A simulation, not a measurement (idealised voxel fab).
Process module heading - voxel gate over fins
It is cross-section cut that appears here, measuring 290 nm in width, its square cells being 5 nm in size.
Format of a cross-section: grid, square cells. Given as bands. Order: top down. Band: one or more rows of cells. Top height, bottom height, nm. Materials left to right, width each, nm. Single material + "throughout" = fills band edge to edge. "empty" = empty. It should be noted that heights are counted from 0, beneath which the wafer as supplied is of one material throughout, and that the lowest band possesses no lower boundary but continues downward, as written in "0 down". The expression "30 to 40" gives the width at the extremes of the band, the first number at its top row of cells and the second at its bottom row, with the width changing by equal amounts from each row to the next in between. Key: "identical to before" - step with no changed cell in the cross-section. Entry "Enclosed voids". Content: empty spaces with no open connection to the top, size 8 cells or greater. Each: width x height at distance. Distance: from left edge. Unit: nm. If you see something after the settings on a step's line, that's the simulator's own remark about that step. overlay nm, on a step with a mask: how far to the right of its planned place the mask lay; to the left if negative.
### These are the steps we planned for the process
1: RECEIVE,material Si
2: CONFORMAL_DEP,material SiN,thk nm 10
3: MASKED_ETCH,tone cover,mask id FINS,width nm 15,pitch nm 40,etch materials SiN,depth nm 10,overlay nm 0
4: MASKED_ETCH,tone cover,mask id FINS,width nm 15,pitch nm 40,etch materials Si,depth nm 30,overlay nm 0
5: FILL_DEP,material SiO2,thk nm 5
6: CMP,height nm 10
7: SELECTIVE_ETCH,etch materials SiO2,depth nm 25
8: STRIP,etch materials SiN
9: CONFORMAL_DEP,material HfO2,thk nm 5
10: CONFORMAL_DEP,material TiN,thk nm 5
11: CONFORMAL_DEP,material TiAl,thk nm 5
12: CONFORMAL_DEP,material TiN,thk nm 5
13: FILL_DEP,material W,thk nm 10
14: CMP,height nm 25
15: CONFORMAL_DEP,material SiCN,thk nm 10
For clarity, it should be stated that the wafers under discussion commence in an identical condition and differ with respect to the thk nm of step 11, the plan indicating the value that the first wafer had.
### Cross-section: the first of several wafers in its as-received state, i.e. following step 1
	0 down  Si throughout
	Enclosed voids: none
### Wafer rows, end of module: cells per material gained (+) or lost (-) since receipt; closed voids last
thk nm 5 | +70 HfO2 | -312 Si | +116 SiCN | +156 SiO2 | +67 TiAl | +134 TiN | +175 W | Enclosed voids: none
thk nm 10 | +70 HfO2 | -312 Si | +116 SiCN | +156 SiO2 | +131 TiAl | +134 TiN | +111 W | Enclosed voids: none
thk nm 15 | +70 HfO2 | -312 Si | +116 SiCN | +156 SiO2 | +195 TiAl | +111 TiN | +70 W | Enclosed voids: none
thk nm 20 | +70 HfO2 | -312 Si | +116 SiCN | +156 SiO2 | +236 TiAl | +107 TiN | +33 W | Enclosed voids: none
